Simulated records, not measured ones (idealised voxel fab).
process module | voxel wiring stack
cross-section cut | 190 nm wide | cells 5 nm
A cross-section is a grid of square cells, given in bands from the top down. A band is one or more rows of cells.
Each band's line starts with the height of the band's top and of its bottom, in nm. Then come its materials from left to right, each with its width in nm. One material with "throughout" fills the band from edge to edge. "air" is empty space.
Height 0 is the level under which the wafer as received is all one material. The lowest band goes on downwards, as in "0 down".
A width such as "30 to 40" changes by the same amount from each row of cells to the next, from the band's top row to its bottom row.
"no change" after a step means that no cell of the cross-section changed.
closed voids: empty space of 8 cells or more with no open way to the top, each as width x height at its distance from the left edge, in nm
after a step's settings: what the simulator itself notes on the step
overlay nm, on a step with a mask: how far to the right of its planned place the mask lay; to the left if negative
plan
1 op RECEIVE | material Si
2 op CONFORMAL_DEP | material SiO2 | thk nm 15
3 op CONFORMAL_DEP | material SiN | thk nm 5
4 op DIRECTIONAL_DEP | material lowk | thk nm 20
5 op PATTERN | tone open | mask id METAL_1 | material resist | width nm 25 | pitch nm 45 | thk nm 15 | overlay nm 0
6 op DIRECTIONAL_ETCH | etch materials lowk | depth nm 20
7 op DIRECTIONAL_ETCH | etch materials SiN | depth nm 5
8 op STRIP | etch materials resist
9 op CONFORMAL_DEP | material TiN | thk nm 5
10 op FILL_DEP | material Cu | thk nm 10
11 op CMP | height nm 40
12 op CONFORMAL_DEP | material SiCN | thk nm 5
13 op DIRECTIONAL_DEP | material lowk | thk nm 10
14 op PATTERN | tone open | mask id PLUG_1 | material resist | width nm 15 | pitch nm 90 | thk nm 20 | overlay nm 0
15 op DIRECTIONAL_ETCH | etch materials lowk | depth nm 10
16 op DIRECTIONAL_ETCH | etch materials SiCN | depth nm 5
17 op STRIP | etch materials resist
18 op CONFORMAL_DEP | material TiN | thk nm 5
19 op FILL_DEP | material W | thk nm 5
20 op CMP | height nm 55
21 op CONFORMAL_DEP | material SiN | thk nm 5
22 op DIRECTIONAL_DEP | material lowk | thk nm 20
23 op MASKED_ETCH | tone open | mask id METAL_2 | width nm 25 | pitch nm 45 | etch materials lowk | depth nm 20 | overlay nm 0
24 op MASKED_ETCH | tone open | mask id METAL_2 | width nm 25 | pitch nm 45 | etch materials SiN | depth nm 5 | overlay nm 0
25 op CONFORMAL_DEP | material TiN | thk nm 5
26 op FILL_DEP | material Cu | thk nm 10
27 op CMP | height nm 80
28 op EPI | material Ru | thk nm 5
29 op FILL_DEP | material SiCN | thk nm 5
varied across the wafers: overlay nm of step 14. The plan shows the first wafer's value. All wafers start alike
first wafer as received, after step 1
  0 down: Si throughout
  closed voids: none
each wafer at the end: cells of each material gained (+) or lost (-) since it was received, then its closed voids
overlay nm 0 | +96 Cu | +28 Ru | +80 SiCN | +36 SiN | +114 SiO2 | +118 TiN | +4 W | +208 lowk | closed voids: none
overlay nm 5 | +96 Cu | +28 Ru | +80 SiCN | +36 SiN | +114 SiO2 | +118 TiN | +4 W | +208 lowk | closed voids: none
overlay nm 10 | +96 Cu | +28 Ru | +80 SiCN | +36 SiN | +114 SiO2 | +118 TiN | +4 W | +208 lowk | closed voids: none
overlay nm 15 | +96 Cu | +28 Ru | +80 SiCN | +36 SiN | +114 SiO2 | +118 TiN | +4 W | +208 lowk | closed voids: none
